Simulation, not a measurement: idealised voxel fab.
Process module in this document: voxel wiring stack
FYI the section here is cut, 235 nm wide, cells are 5 nm squares.
In this document a cross-section is written as a grid of square cells. It is given as a series of bands, listed from the top down, and a band is one or more rows of cells.
Look at the band entry: it leads with the top's height and the bottom's height in nm. Then it lists the materials left to right, with a width in nm for each. The word "full width" on a single material says that material fills the band edge to edge. The word "blank" is empty space.
Height 0 is the level under which the wafer as received is all one material. The lowest band goes on downwards, as in "0..down".
Per-row width for "30..40": begins at first number (top row of band), ends at second number (bottom row), increment between rows held constant.
You'll sometimes find "remained the same" written for a step, and that's the way of saying that nowhere in the cross-section did a cell change during that step.
Look at "Trapped voids" for the closed voids: empty spaces with no open path to the top, sized 8 cells or up. Each is width x height at distance, distance from the left edge, all nm.
Note: text after step settings on the step line = simulator remark on that step.
The "overlay nm" setting may appear on a step's line; for a step that uses a mask, it gives how far to the right of its planned position the mask lay, and a negative value indicates the left.

Planned process steps:
1,RECEIVE (material Si)
2,CONFORMAL_DEP (material SiO2; thk nm 10)
3,DIRECTIONAL_DEP (material TiN; thk nm 5)
4,DIRECTIONAL_DEP (material W; thk nm 15)
5,MASKED_ETCH (tone cover; mask id METAL_1; width nm 20; pitch nm 50; etch materials W; depth nm 15; overlay nm 0)
6,MASKED_ETCH (tone cover; mask id METAL_1; width nm 20; pitch nm 50; etch materials TiN; depth nm 5; overlay nm 0)
7,FILL_DEP (material SiO2; thk nm 10)
8,CMP (height nm 30)
9,CONFORMAL_DEP (material SiCN; thk nm 5)
10,DIRECTIONAL_DEP (material lowk; thk nm 25)
11,MASKED_ETCH (tone open; mask id METAL_2; width nm 20; pitch nm 50; etch materials lowk; depth nm 15; overlay nm 0)
12,PATTERN (tone open; mask id METAL_2_HOLES; material resist; width nm 15; pitch nm 50; thk nm 15; overlay nm 0)
13,DIRECTIONAL_ETCH (etch materials lowk; depth nm 10)
14,DIRECTIONAL_ETCH (etch materials SiCN; depth nm 5)
15,STRIP (etch materials resist)
16,CONFORMAL_DEP (material TiN; thk nm 5)
17,FILL_DEP (material Ru; thk nm 5)
18,CMP (height nm 60)
19,CONFORMAL_DEP (material SiCN; thk nm 5)
20,DIRECTIONAL_DEP (material SiO2; thk nm 20)
21,MASKED_ETCH (tone open; mask id PLUG_2; width nm 15; pitch nm 100; etch materials SiO2; depth nm 20; overlay nm 0)
22,MASKED_ETCH (tone open; mask id PLUG_2; width nm 15; pitch nm 100; etch materials SiCN; depth nm 5; overlay nm 0)
23,CONFORMAL_DEP (material TiN; thk nm 5)
24,FILL_DEP (material Cu; thk nm 5)
25,CMP (height nm 85)
26,CONFORMAL_DEP (material SiN; thk nm 5)
27,DIRECTIONAL_DEP (material lowk; thk nm 20)
28,DIRECTIONAL_DEP (material aC; thk nm 10)
29,PATTERN (tone open; mask id METAL_3; material resist; width nm 20; pitch nm 50; thk nm 30; overlay nm 0)
30,DIRECTIONAL_ETCH (etch materials aC; depth nm 10)
31,STRIP (etch materials resist)
32,DIRECTIONAL_ETCH (etch materials lowk; depth nm 20)
33,DIRECTIONAL_ETCH (etch materials SiN; depth nm 5)
34,STRIP (etch materials aC)
35,CONFORMAL_DEP (material TiN; thk nm 5)
36,FILL_DEP (material Cu; thk nm 5)
37,CMP (height nm 110)
38,EPI (material Ru; thk nm 5)
39,FILL_DEP (material SiCN; thk nm 5)

The following pertains to the first of two wafers, which was processed as planned:

Shown in cross-section is the wafer as received, that is, as it stands after step 1:
  0..down = Si full width
  Trapped voids: none

Wafer xsec, post step 2:
  10..0 = SiO2 full width
  Everything under 0 stays put, no change at all.

Wafer xsec, post step 3:
  15..10 = TiN full width
  Everything under 10 stays put, no change at all.

Wafer xsec, post step 4:
  30..15 = W full width
  Everything under 15 stays put, no change at all.

Wafer xsec, post step 5:
  30..15 = blank=30 | W=20 | blank=30 | W=20 | blank=30 | W=20 | blank=30 | W=20 | blank=35
  Everything under 15 stays put, no change at all.

Wafer xsec, post step 6:
  30..15 = blank=30 | W=20 | blank=30 | W=20 | blank=30 | W=20 | blank=30 | W=20 | blank=35
  15..10 = blank=30 | TiN=20 | blank=30 | TiN=20 | blank=30 | TiN=20 | blank=30 | TiN=20 | blank=35
  Everything under 10 stays put, no change at all.

Wafer xsec, post step 7:
  40..30 = SiO2 full width
  30..15 = SiO2=30 | W=20 | SiO2=30 | W=20 | SiO2=30 | W=20 | SiO2=30 | W=20 | SiO2=35
  15..10 = SiO2=30 | TiN=20 | SiO2=30 | TiN=20 | SiO2=30 | TiN=20 | SiO2=30 | TiN=20 | SiO2=35
  Everything under 10 stays put, no change at all.

Wafer xsec, post step 8:
  30..15 = SiO2=30 | W=20 | SiO2=30 | W=20 | SiO2=30 | W=20 | SiO2=30 | W=20 | SiO2=35
  Everything under 15 stays put, no change at all.

Wafer xsec, post step 9:
  35..30 = SiCN full width
  Everything under 30 stays put, no change at all.

Wafer xsec, post step 10:
  60..35 = lowk full width
  Everything under 35 stays put, no change at all.

Wafer xsec, post step 11:
  60..45 = lowk=30 | blank=20 | lowk=30 | blank=20 | lowk=30 | blank=20 | lowk=30 | blank=20 | lowk=35
  Everything under 45 stays put, no change at all.

Wafer xsec, post step 12:
  75..60 = resist=30 | blank=15 | resist=35 | blank=15 | resist=35 | blank=15 | resist=35 | blank=15 | resist=40
  60..45 = lowk=30 | blank=15 | resist=5 | lowk=30 | blank=15 | resist=5 | lowk=30 | blank=15 | resist=5 | lowk=30 | blank=15 | resist=5 | lowk=35
  Everything under 45 stays put, no change at all.

Wafer xsec, post step 13:
  75..60 = resist=30 | blank=15 | resist=35 | blank=15 | resist=35 | blank=15 | resist=35 | blank=15 | resist=40
  60..45 = lowk=30 | blank=15 | resist=5 | lowk=30 | blank=15 | resist=5 | lowk=30 | blank=15 | resist=5 | lowk=30 | blank=15 | resist=5 | lowk=35
  45..35 = lowk=30 | blank=15 | lowk=35 | blank=15 | lowk=35 | blank=15 | lowk=35 | blank=15 | lowk=40
  Everything under 35 stays put, no change at all.

Wafer xsec, post step 14:
  75..60 = resist=30 | blank=15 | resist=35 | blank=15 | resist=35 | blank=15 | resist=35 | blank=15 | resist=40
  60..45 = lowk=30 | blank=15 | resist=5 | lowk=30 | blank=15 | resist=5 | lowk=30 | blank=15 | resist=5 | lowk=30 | blank=15 | resist=5 | lowk=35
  45..35 = lowk=30 | blank=15 | lowk=35 | blank=15 | lowk=35 | blank=15 | lowk=35 | blank=15 | lowk=40
  35..30 = SiCN=30 | blank=15 | SiCN=35 | blank=15 | SiCN=35 | blank=15 | SiCN=35 | blank=15 | SiCN=40
  Everything under 30 stays put, no change at all.

Wafer xsec, post step 15:
  60..45 = lowk=30 | blank=20 | lowk=30 | blank=20 | lowk=30 | blank=20 | lowk=30 | blank=20 | lowk=35
  Everything under 45 stays put, no change at all.

Wafer xsec, post step 16:
  65..60 = TiN=35 | blank=10 | TiN=40 | blank=10 | TiN=40 | blank=10 | TiN=40 | blank=10 | TiN=40
  60..50 = lowk=30 | TiN=5 | blank=10 | TiN=5 | lowk=30 | TiN=5 | blank=10 | TiN=5 | lowk=30 | TiN=5 | blank=10 | TiN=5 | lowk=30 | TiN=5 | blank=10 | TiN=5 | lowk=35
  50..45 = lowk=30 | TiN=5 | blank=5 | TiN=10 | lowk=30 | TiN=5 | blank=5 | TiN=10 | lowk=30 | TiN=5 | blank=5 | TiN=10 | lowk=30 | TiN=5 | blank=5 | TiN=10 | lowk=35
  45..35 = lowk=30 | TiN=5 | blank=5 | TiN=5 | lowk=35 | TiN=5 | blank=5 | TiN=5 | lowk=35 | TiN=5 | blank=5 | TiN=5 | lowk=35 | TiN=5 | blank=5 | TiN=5 | lowk=40
  35..30 = SiCN=30 | TiN=15 | SiCN=35 | TiN=15 | SiCN=35 | TiN=15 | SiCN=35 | TiN=15 | SiCN=40
  Everything under 30 stays put, no change at all.

Wafer xsec, post step 17:
  70..65 = Ru full width
  65..60 = TiN=35 | Ru=10 | TiN=40 | Ru=10 | TiN=40 | Ru=10 | TiN=40 | Ru=10 | TiN=40
  60..50 = lowk=30 | TiN=5 | Ru=10 | TiN=5 | lowk=30 | TiN=5 | Ru=10 | TiN=5 | lowk=30 | TiN=5 | Ru=10 | TiN=5 | lowk=30 | TiN=5 | Ru=10 | TiN=5 | lowk=35
  50..45 = lowk=30 | TiN=5 | Ru=5 | TiN=10 | lowk=30 | TiN=5 | Ru=5 | TiN=10 | lowk=30 | TiN=5 | Ru=5 | TiN=10 | lowk=30 | TiN=5 | Ru=5 | TiN=10 | lowk=35
  45..35 = lowk=30 | TiN=5 | Ru=5 | TiN=5 | lowk=35 | TiN=5 | Ru=5 | TiN=5 | lowk=35 | TiN=5 | Ru=5 | TiN=5 | lowk=35 | TiN=5 | Ru=5 | TiN=5 | lowk=40
  Everything under 35 stays put, no change at all.

Wafer xsec, post step 18:
  60..50 = lowk=30 | TiN=5 | Ru=10 | TiN=5 | lowk=30 | TiN=5 | Ru=10 | TiN=5 | lowk=30 | TiN=5 | Ru=10 | TiN=5 | lowk=30 | TiN=5 | Ru=10 | TiN=5 | lowk=35
  Everything under 50 stays put, no change at all.

Wafer xsec, post step 19:
  65..60 = SiCN full width
  Everything under 60 stays put, no change at all.

Wafer xsec, post step 20:
  85..65 = SiO2 full width
  Everything under 65 stays put, no change at all.

Wafer xsec, post step 21:
  85..65 = SiO2=30 | blank=15 | SiO2=85 | blank=15 | SiO2=90
  Everything under 65 stays put, no change at all.

Wafer xsec, post step 22:
  85..65 = SiO2=30 | blank=15 | SiO2=85 | blank=15 | SiO2=90
  65..60 = SiCN=30 | blank=15 | SiCN=85 | blank=15 | SiCN=90
  Everything under 60 stays put, no change at all.

Wafer xsec, post step 23:
  90..85 = TiN=35 | blank=5 | TiN=95 | blank=5 | TiN=95
  85..65 = SiO2=30 | TiN=5 | blank=5 | TiN=5 | SiO2=85 | TiN=5 | blank=5 | TiN=5 | SiO2=90
  65..60 = SiCN=30 | TiN=15 | SiCN=85 | TiN=15 | SiCN=90
  Everything under 60 stays put, no change at all.

Wafer xsec, post step 24:
  95..90 = Cu full width
  90..85 = TiN=35 | Cu=5 | TiN=95 | Cu=5 | TiN=95
  85..65 = SiO2=30 | TiN=5 | Cu=5 | TiN=5 | SiO2=85 | TiN=5 | Cu=5 | TiN=5 | SiO2=90
  Everything under 65 stays put, no change at all.

Wafer xsec, post step 25:
  85..65 = SiO2=30 | TiN=5 | Cu=5 | TiN=5 | SiO2=85 | TiN=5 | Cu=5 | TiN=5 | SiO2=90
  Everything under 65 stays put, no change at all.

Wafer xsec, post step 26:
  90..85 = SiN full width
  Everything under 85 stays put, no change at all.

Wafer xsec, post step 27:
  110..90 = lowk full width
  Everything under 90 stays put, no change at all.

Wafer xsec, post step 28:
  120..110 = aC full width
  Everything under 110 stays put, no change at all.

Wafer xsec, post step 29:
  150..120 = resist=30 | blank=20 | resist=30 | blank=20 | resist=30 | blank=20 | resist=30 | blank=20 | resist=35
  Everything under 120 stays put, no change at all.

Wafer xsec, post step 30:
  140..120 = resist=30 | blank=20 | resist=30 | blank=20 | resist=30 | blank=20 | resist=30 | blank=20 | resist=35
  120..110 = aC=30 | blank=20 | aC=30 | blank=20 | aC=30 | blank=20 | aC=30 | blank=20 | aC=35
  Everything under 110 stays put, no change at all.

Wafer xsec, post step 31:
  120..110 = aC=30 | blank=20 | aC=30 | blank=20 | aC=30 | blank=20 | aC=30 | blank=20 | aC=35
  Everything under 110 stays put, no change at all.

Wafer xsec, post step 32:
  120..110 = aC=30 | blank=20 | aC=30 | blank=20 | aC=30 | blank=20 | aC=30 | blank=20 | aC=35
  110..90 = lowk=30 | blank=20 | lowk=30 | blank=20 | lowk=30 | blank=20 | lowk=30 | blank=20 | lowk=35
  Everything under 90 stays put, no change at all.

Wafer xsec, post step 33:
  120..110 = aC=30 | blank=20 | aC=30 | blank=20 | aC=30 | blank=20 | aC=30 | blank=20 | aC=35
  110..90 = lowk=30 | blank=20 | lowk=30 | blank=20 | lowk=30 | blank=20 | lowk=30 | blank=20 | lowk=35
  90..85 = SiN=30 | blank=20 | SiN=30 | blank=20 | SiN=30 | blank=20 | SiN=30 | blank=20 | SiN=35
  Everything under 85 stays put, no change at all.

Wafer xsec, post step 34:
  110..90 = lowk=30 | blank=20 | lowk=30 | blank=20 | lowk=30 | blank=20 | lowk=30 | blank=20 | lowk=35
  Everything under 90 stays put, no change at all.

Wafer xsec, post step 35:
  115..110 = TiN=35 | blank=10 | TiN=40 | blank=10 | TiN=40 | blank=10 | TiN=40 | blank=10 | TiN=40
  110..90 = lowk=30 | TiN=5 | blank=10 | TiN=5 | lowk=30 | TiN=5 | blank=10 | TiN=5 | lowk=30 | TiN=5 | blank=10 | TiN=5 | lowk=30 | TiN=5 | blank=10 | TiN=5 | lowk=35
  90..85 = SiN=30 | TiN=20 | SiN=30 | TiN=20 | SiN=30 | TiN=20 | SiN=30 | TiN=20 | SiN=35
  Everything under 85 stays put, no change at all.

Wafer xsec, post step 36:
  120..115 = Cu full width
  115..110 = TiN=35 | Cu=10 | TiN=40 | Cu=10 | TiN=40 | Cu=10 | TiN=40 | Cu=10 | TiN=40
  110..90 = lowk=30 | TiN=5 | Cu=10 | TiN=5 | lowk=30 | TiN=5 | Cu=10 | TiN=5 | lowk=30 | TiN=5 | Cu=10 | TiN=5 | lowk=30 | TiN=5 | Cu=10 | TiN=5 | lowk=35
  Everything under 90 stays put, no change at all.

Wafer xsec, post step 37:
  110..90 = lowk=30 | TiN=5 | Cu=10 | TiN=5 | lowk=30 | TiN=5 | Cu=10 | TiN=5 | lowk=30 | TiN=5 | Cu=10 | TiN=5 | lowk=30 | TiN=5 | Cu=10 | TiN=5 | lowk=35
  Everything under 90 stays put, no change at all.

Wafer xsec, post step 38:
  115..110 = blank=25 | Ru=30 | blank=20 | Ru=30 | blank=20 | Ru=30 | blank=20 | Ru=30 | blank=30
  Everything under 110 stays put, no change at all.

Wafer xsec, post step 39:
  120..115 = SiCN full width
  115..110 = SiCN=25 | Ru=30 | SiCN=20 | Ru=30 | SiCN=20 | Ru=30 | SiCN=20 | Ru=30 | SiCN=30
  Everything under 110 stays put, no change at all.

The second wafer: identical to the first at the outset and in its planned sequence, differing only in that one mistake was made during processing; up to and including step 4, its path is the first wafer's path:

Here is the second wafer in cross-section at the point where step 5 of the plan should have been done:
  30..15 = blank=30 | W=25 | blank=25 | W=25 | blank=25 | W=25 | blank=25 | W=25 | blank=30
  Everything under 15 stays put, no change at all.

Here is the second wafer in cross-section at the point where step 6 of the plan should have been done:
  30..15 = blank=30 | W=25 | blank=25 | W=25 | blank=25 | W=25 | blank=25 | W=25 | blank=30
  15..10 = blank=30 | TiN=25 | blank=25 | TiN=25 | blank=25 | TiN=25 | blank=25 | TiN=25 | blank=30
  Everything under 10 stays put, no change at all.

Here is the second wafer in cross-section at the point where step 7 of the plan should have been done:
  40..30 = SiO2 full width
  30..15 = SiO2=30 | W=25 | SiO2=25 | W=25 | SiO2=25 | W=25 | SiO2=25 | W=25 | SiO2=30
  15..10 = SiO2=30 | TiN=25 | SiO2=25 | TiN=25 | SiO2=25 | TiN=25 | SiO2=25 | TiN=25 | SiO2=30
  Everything under 10 stays put, no change at all.

Here is the second wafer in cross-section at the point where step 8 of the plan should have been done:
  30..15 = SiO2=30 | W=25 | SiO2=25 | W=25 | SiO2=25 | W=25 | SiO2=25 | W=25 | SiO2=30
  Everything under 15 stays put, no change at all.

Here is the second wafer in cross-section at the point where step 9 of the plan should have been done:
  35..30 = SiCN full width
  Everything under 30 stays put, no change at all.

Here is the second wafer in cross-section at the point where step 10 of the plan should have been done:
  60..35 = lowk full width
  Everything under 35 stays put, no change at all.

Here is the second wafer in cross-section at the point where step 11 of the plan should have been done:
  60..45 = lowk=30 | blank=20 | lowk=30 | blank=20 | lowk=30 | blank=20 | lowk=30 | blank=20 | lowk=35
  Everything under 45 stays put, no change at all.

Here is the second wafer in cross-section at the point where step 12 of the plan should have been done:
  75..60 = resist=30 | blank=15 | resist=35 | blank=15 | resist=35 | blank=15 | resist=35 | blank=15 | resist=40
  60..45 = lowk=30 | blank=15 | resist=5 | lowk=30 | blank=15 | resist=5 | lowk=30 | blank=15 | resist=5 | lowk=30 | blank=15 | resist=5 | lowk=35
  Everything under 45 stays put, no change at all.

Here is the second wafer in cross-section at the point where step 13 of the plan should have been done:
  75..60 = resist=30 | blank=15 | resist=35 | blank=15 | resist=35 | blank=15 | resist=35 | blank=15 | resist=40
  60..45 = lowk=30 | blank=15 | resist=5 | lowk=30 | blank=15 | resist=5 | lowk=30 | blank=15 | resist=5 | lowk=30 | blank=15 | resist=5 | lowk=35
  45..35 = lowk=30 | blank=15 | lowk=35 | blank=15 | lowk=35 | blank=15 | lowk=35 | blank=15 | lowk=40
  Everything under 35 stays put, no change at all.

Here is the second wafer in cross-section at the point where step 14 of the plan should have been done:
  75..60 = resist=30 | blank=15 | resist=35 | blank=15 | resist=35 | blank=15 | resist=35 | blank=15 | resist=40
  60..45 = lowk=30 | blank=15 | resist=5 | lowk=30 | blank=15 | resist=5 | lowk=30 | blank=15 | resist=5 | lowk=30 | blank=15 | resist=5 | lowk=35
  45..35 = lowk=30 | blank=15 | lowk=35 | blank=15 | lowk=35 | blank=15 | lowk=35 | blank=15 | lowk=40
  35..30 = SiCN=30 | blank=15 | SiCN=35 | blank=15 | SiCN=35 | blank=15 | SiCN=35 | blank=15 | SiCN=40
  Everything under 30 stays put, no change at all.

Here is the second wafer in cross-section at the point where step 15 of the plan should have been done:
  60..45 = lowk=30 | blank=20 | lowk=30 | blank=20 | lowk=30 | blank=20 | lowk=30 | blank=20 | lowk=35
  Everything under 45 stays put, no change at all.

Here is the second wafer in cross-section at the point where step 16 of the plan should have been done:
  65..60 = TiN=35 | blank=10 | TiN=40 | blank=10 | TiN=40 | blank=10 | TiN=40 | blank=10 | TiN=40
  60..50 = lowk=30 | TiN=5 | blank=10 | TiN=5 | lowk=30 | TiN=5 | blank=10 | TiN=5 | lowk=30 | TiN=5 | blank=10 | TiN=5 | lowk=30 | TiN=5 | blank=10 | TiN=5 | lowk=35
  50..45 = lowk=30 | TiN=5 | blank=5 | TiN=10 | lowk=30 | TiN=5 | blank=5 | TiN=10 | lowk=30 | TiN=5 | blank=5 | TiN=10 | lowk=30 | TiN=5 | blank=5 | TiN=10 | lowk=35
  45..35 = lowk=30 | TiN=5 | blank=5 | TiN=5 | lowk=35 | TiN=5 | blank=5 | TiN=5 | lowk=35 | TiN=5 | blank=5 | TiN=5 | lowk=35 | TiN=5 | blank=5 | TiN=5 | lowk=40
  35..30 = SiCN=30 | TiN=15 | SiCN=35 | TiN=15 | SiCN=35 | TiN=15 | SiCN=35 | TiN=15 | SiCN=40
  Everything under 30 stays put, no change at all.

Here is the second wafer in cross-section at the point where step 17 of the plan should have been done:
  70..65 = Ru full width
  65..60 = TiN=35 | Ru=10 | TiN=40 | Ru=10 | TiN=40 | Ru=10 | TiN=40 | Ru=10 | TiN=40
  60..50 = lowk=30 | TiN=5 | Ru=10 | TiN=5 | lowk=30 | TiN=5 | Ru=10 | TiN=5 | lowk=30 | TiN=5 | Ru=10 | TiN=5 | lowk=30 | TiN=5 | Ru=10 | TiN=5 | lowk=35
  50..45 = lowk=30 | TiN=5 | Ru=5 | TiN=10 | lowk=30 | TiN=5 | Ru=5 | TiN=10 | lowk=30 | TiN=5 | Ru=5 | TiN=10 | lowk=30 | TiN=5 | Ru=5 | TiN=10 | lowk=35
  45..35 = lowk=30 | TiN=5 | Ru=5 | TiN=5 | lowk=35 | TiN=5 | Ru=5 | TiN=5 | lowk=35 | TiN=5 | Ru=5 | TiN=5 | lowk=35 | TiN=5 | Ru=5 | TiN=5 | lowk=40
  Everything under 35 stays put, no change at all.

Here is the second wafer in cross-section at the point where step 18 of the plan should have been done:
  60..50 = lowk=30 | TiN=5 | Ru=10 | TiN=5 | lowk=30 | TiN=5 | Ru=10 | TiN=5 | lowk=30 | TiN=5 | Ru=10 | TiN=5 | lowk=30 | TiN=5 | Ru=10 | TiN=5 | lowk=35
  Everything under 50 stays put, no change at all.

Here is the second wafer in cross-section at the point where step 19 of the plan should have been done:
  65..60 = SiCN full width
  Everything under 60 stays put, no change at all.

Here is the second wafer in cross-section at the point where step 20 of the plan should have been done:
  85..65 = SiO2 full width
  Everything under 65 stays put, no change at all.

Here is the second wafer in cross-section at the point where step 21 of the plan should have been done:
  85..65 = SiO2=30 | blank=15 | SiO2=85 | blank=15 | SiO2=90
  Everything under 65 stays put, no change at all.

Here is the second wafer in cross-section at the point where step 22 of the plan should have been done:
  85..65 = SiO2=30 | blank=15 | SiO2=85 | blank=15 | SiO2=90
  65..60 = SiCN=30 | blank=15 | SiCN=85 | blank=15 | SiCN=90
  Everything under 60 stays put, no change at all.

Here is the second wafer in cross-section at the point where step 23 of the plan should have been done:
  90..85 = TiN=35 | blank=5 | TiN=95 | blank=5 | TiN=95
  85..65 = SiO2=30 | TiN=5 | blank=5 | TiN=5 | SiO2=85 | TiN=5 | blank=5 | TiN=5 | SiO2=90
  65..60 = SiCN=30 | TiN=15 | SiCN=85 | TiN=15 | SiCN=90
  Everything under 60 stays put, no change at all.

Here is the second wafer in cross-section at the point where step 24 of the plan should have been done:
  95..90 = Cu full width
  90..85 = TiN=35 | Cu=5 | TiN=95 | Cu=5 | TiN=95
  85..65 = SiO2=30 | TiN=5 | Cu=5 | TiN=5 | SiO2=85 | TiN=5 | Cu=5 | TiN=5 | SiO2=90
  Everything under 65 stays put, no change at all.

Here is the second wafer in cross-section at the point where step 25 of the plan should have been done:
  85..65 = SiO2=30 | TiN=5 | Cu=5 | TiN=5 | SiO2=85 | TiN=5 | Cu=5 | TiN=5 | SiO2=90
  Everything under 65 stays put, no change at all.

Here is the second wafer in cross-section at the point where step 26 of the plan should have been done:
  90..85 = SiN full width
  Everything under 85 stays put, no change at all.

Here is the second wafer in cross-section at the point where step 27 of the plan should have been done:
  110..90 = lowk full width
  Everything under 90 stays put, no change at all.

Here is the second wafer in cross-section at the point where step 28 of the plan should have been done:
  120..110 = aC full width
  Everything under 110 stays put, no change at all.

Here is the second wafer in cross-section at the point where step 29 of the plan should have been done:
  150..120 = resist=30 | blank=20 | resist=30 | blank=20 | resist=30 | blank=20 | resist=30 | blank=20 | resist=35
  Everything under 120 stays put, no change at all.

Here is the second wafer in cross-section at the point where step 30 of the plan should have been done:
  140..120 = resist=30 | blank=20 | resist=30 | blank=20 | resist=30 | blank=20 | resist=30 | blank=20 | resist=35
  120..110 = aC=30 | blank=20 | aC=30 | blank=20 | aC=30 | blank=20 | aC=30 | blank=20 | aC=35
  Everything under 110 stays put, no change at all.

Here is the second wafer in cross-section at the point where step 31 of the plan should have been done:
  120..110 = aC=30 | blank=20 | aC=30 | blank=20 | aC=30 | blank=20 | aC=30 | blank=20 | aC=35
  Everything under 110 stays put, no change at all.

Here is the second wafer in cross-section at the point where step 32 of the plan should have been done:
  120..110 = aC=30 | blank=20 | aC=30 | blank=20 | aC=30 | blank=20 | aC=30 | blank=20 | aC=35
  110..90 = lowk=30 | blank=20 | lowk=30 | blank=20 | lowk=30 | blank=20 | lowk=30 | blank=20 | lowk=35
  Everything under 90 stays put, no change at all.

Here is the second wafer in cross-section at the point where step 33 of the plan should have been done:
  120..110 = aC=30 | blank=20 | aC=30 | blank=20 | aC=30 | blank=20 | aC=30 | blank=20 | aC=35
  110..90 = lowk=30 | blank=20 | lowk=30 | blank=20 | lowk=30 | blank=20 | lowk=30 | blank=20 | lowk=35
  90..85 = SiN=30 | blank=20 | SiN=30 | blank=20 | SiN=30 | blank=20 | SiN=30 | blank=20 | SiN=35
  Everything under 85 stays put, no change at all.

Here is the second wafer in cross-section at the point where step 34 of the plan should have been done:
  110..90 = lowk=30 | blank=20 | lowk=30 | blank=20 | lowk=30 | blank=20 | lowk=30 | blank=20 | lowk=35
  Everything under 90 stays put, no change at all.

Here is the second wafer in cross-section at the point where step 35 of the plan should have been done:
  115..110 = TiN=35 | blank=10 | TiN=40 | blank=10 | TiN=40 | blank=10 | TiN=40 | blank=10 | TiN=40
  110..90 = lowk=30 | TiN=5 | blank=10 | TiN=5 | lowk=30 | TiN=5 | blank=10 | TiN=5 | lowk=30 | TiN=5 | blank=10 | TiN=5 | lowk=30 | TiN=5 | blank=10 | TiN=5 | lowk=35
  90..85 = SiN=30 | TiN=20 | SiN=30 | TiN=20 | SiN=30 | TiN=20 | SiN=30 | TiN=20 | SiN=35
  Everything under 85 stays put, no change at all.

Here is the second wafer in cross-section at the point where step 36 of the plan should have been done:
  120..115 = Cu full width
  115..110 = TiN=35 | Cu=10 | TiN=40 | Cu=10 | TiN=40 | Cu=10 | TiN=40 | Cu=10 | TiN=40
  110..90 = lowk=30 | TiN=5 | Cu=10 | TiN=5 | lowk=30 | TiN=5 | Cu=10 | TiN=5 | lowk=30 | TiN=5 | Cu=10 | TiN=5 | lowk=30 | TiN=5 | Cu=10 | TiN=5 | lowk=35
  Everything under 90 stays put, no change at all.

Here is the second wafer in cross-section at the point where step 37 of the plan should have been done:
  110..90 = lowk=30 | TiN=5 | Cu=10 | TiN=5 | lowk=30 | TiN=5 | Cu=10 | TiN=5 | lowk=30 | TiN=5 | Cu=10 | TiN=5 | lowk=30 | TiN=5 | Cu=10 | TiN=5 | lowk=35
  Everything under 90 stays put, no change at all.

Here is the second wafer in cross-section at the point where step 38 of the plan should have been done:
  115..110 = blank=25 | Ru=30 | blank=20 | Ru=30 | blank=20 | Ru=30 | blank=20 | Ru=30 | blank=30
  Everything under 110 stays put, no change at all.

Here is the second wafer in cross-section at the point where step 39 of the plan should have been done:
  120..115 = SiCN full width
  115..110 = SiCN=25 | Ru=30 | SiCN=20 | Ru=30 | SiCN=20 | Ru=30 | SiCN=20 | Ru=30 | SiCN=30
  Everything under 110 stays put, no change at all.
The mistake made against the process plan was this: step 5 was processed under conditions differing from the plan, specifically as MASKED_ETCH (tone cover; mask id METAL_1; width nm 25; pitch nm 50; etch materials W; depth nm 15; overlay nm 0)
Once processing is complete, comparing cell counts shows that the second wafer has more or fewer of certain materials than the first: SiO2: 16 fewer, TiN: 4 more, W: 12 more
